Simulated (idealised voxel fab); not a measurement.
You're looking at the process module voxel trench capacitor.
Section shown: cut. Width: 245 nm. Cell size: 5 nm, square.
Think of the cross-section as a grid of square cells. We describe it in bands, top to bottom, and each band covers one or more rows of those cells. Each band's line starts with the height of the band's top and of its bottom, in nm. Then come its materials from left to right, each with its width in nm. One material with "full width" fills the band from edge to edge. "blank" is empty space. Heights from 0 (as-received wafer is one material below). Bottom band endless downward, as "0 and below". With a width like "30 to 40", each row of cells in the band differs from the next by the same amount, the top row carrying the first number and the bottom row the second. "nothing altered", as given for a step, is the statement that not any cell of the cross-section underwent a change during that step. "Sealed-off cavities": empty spaces of 8 cells or more with no open way to the top, each given as width x height at distance, distance from the left edge, all in nm. Whatever follows a step's settings on its line is a remark the simulator itself makes about that step. overlay nm: mask right of planned place by this much (step with mask). Neg. = left.

Process steps - plan
1 RECEIVE [material Si]
2 CONFORMAL_DEP [material SiN] [thk nm 5]
3 DIRECTIONAL_DEP [material aC] [thk nm 15]
4 PATTERN [tone open] [mask id TRENCH] [material resist] [width nm 15] [pitch nm 35] [thk nm 35] [overlay nm 0]
5 DIRECTIONAL_ETCH [etch materials aC] [depth nm 15]
6 STRIP [etch materials resist]
7 DIRECTIONAL_ETCH [etch materials SiN] [depth nm 5]
8 DIRECTIONAL_ETCH [etch materials Si] [depth nm 35]
9 STRIP [etch materials aC]
10 CONFORMAL_DEP [material SiO2] [thk nm 5]
11 FILL_DEP [material polySi] [thk nm 10]
12 CMP [height nm 5]

First of two wafers, processed according to plan

As-received state of the wafer in cross-section, equivalent to post-step 1
> 0 and below | Si full width
> Sealed-off cavities: none

Cross-section through the wafer, step 2 finished
> 5 down to 0 | SiN full width
> Everything below 0 is unchanged.

Cross-section through the wafer, step 3 finished
> 20 down to 5 | aC full width
> Everything below 5 is unchanged.

Cross-section through the wafer, step 4 finished
> 55 down to 20 | resist 95, then blank 15, then resist 20, then blank 15, then resist 100
> Everything below 20 is unchanged.

Cross-section through the wafer, step 5 finished
> 40 down to 20 | resist 95, then blank 15, then resist 20, then blank 15, then resist 100
> 20 down to 5 | aC 95, then blank 15, then aC 20, then blank 15, then aC 100
> Everything below 5 is unchanged.

Cross-section through the wafer, step 6 finished
> 20 down to 5 | aC 95, then blank 15, then aC 20, then blank 15, then aC 100
> Everything below 5 is unchanged.

Cross-section through the wafer, step 7 finished
> 20 down to 5 | aC 95, then blank 15, then aC 20, then blank 15, then aC 100
> 5 down to 0 | SiN 95, then blank 15, then SiN 20, then blank 15, then SiN 100
> Everything below 0 is unchanged.

Cross-section through the wafer, step 8 finished
> 20 down to 5 | aC 95, then blank 15, then aC 20, then blank 15, then aC 100
> 5 down to 0 | SiN 95, then blank 15, then SiN 20, then blank 15, then SiN 100
> 0 down to -35 | Si 95, then blank 15, then Si 20, then blank 15, then Si 100
> Everything below -35 is unchanged.

Cross-section through the wafer, step 9 finished
> 5 down to 0 | SiN 95, then blank 15, then SiN 20, then blank 15, then SiN 100
> Everything below 0 is unchanged.

Cross-section through the wafer, step 10 finished
> 10 down to 5 | SiO2 100, then blank 5, then SiO2 30, then blank 5, then SiO2 105
> 5 down to 0 | SiN 95, then SiO2 5, then blank 5, then SiO2 5, then SiN 20, then SiO2 5, then blank 5, then SiO2 5, then SiN 100
> 0 down to -30 | Si 95, then SiO2 5, then blank 5, then SiO2 5, then Si 20, then SiO2 5, then blank 5, then SiO2 5, then Si 100
> -30 down to -35 | Si 95, then SiO2 15, then Si 20, then SiO2 15, then Si 100
> Everything below -35 is unchanged.

Cross-section through the wafer, step 11 finished
> 20 down to 10 | polySi full width
> 10 down to 5 | SiO2 100, then polySi 5, then SiO2 30, then polySi 5, then SiO2 105
> 5 down to 0 | SiN 95, then SiO2 5, then polySi 5, then SiO2 5, then SiN 20, then SiO2 5, then polySi 5, then SiO2 5, then SiN 100
> 0 down to -30 | Si 95, then SiO2 5, then polySi 5, then SiO2 5, then Si 20, then SiO2 5, then polySi 5, then SiO2 5, then Si 100
> Everything below -30 is unchanged.

Cross-section through the wafer, step 12 finished
> 5 down to 0 | SiN 95, then SiO2 5, then polySi 5, then SiO2 5, then SiN 20, then SiO2 5, then polySi 5, then SiO2 5, then SiN 100
> Everything below 0 is unchanged.

Regarding the second of the two wafers: it shared the first wafer's starting condition and process plan, yet one error occurred during its execution. Its history coincides with that of the first wafer up to and including step 10

Look at the second wafer in cross-section at the time step 11 ought to have finished
> 20 down to 10 | aC full width
> 10 down to 5 | SiO2 100, then aC 5, then SiO2 30, then aC 5, then SiO2 105
> 5 down to 0 | SiN 95, then SiO2 5, then aC 5, then SiO2 5, then SiN 20, then SiO2 5, then aC 5, then SiO2 5, then SiN 100
> 0 down to -30 | Si 95, then SiO2 5, then aC 5, then SiO2 5, then Si 20, then SiO2 5, then aC 5, then SiO2 5, then Si 100
> Everything below -30 is unchanged.

Look at the second wafer in cross-section at the time step 12 ought to have finished
> 5 down to 0 | SiN 95, then SiO2 5, then aC 5, then SiO2 5, then SiN 20, then SiO2 5, then aC 5, then SiO2 5, then SiN 100
> Everything below 0 is unchanged.
Here's what went sideways: step 11 did not happen as planned, as run it was FILL_DEP [material aC] [thk nm 10]
Final tally in cells, some materials are higher or lower on the second wafer than on the first: aC: 14 more; polySi: 14 fewer
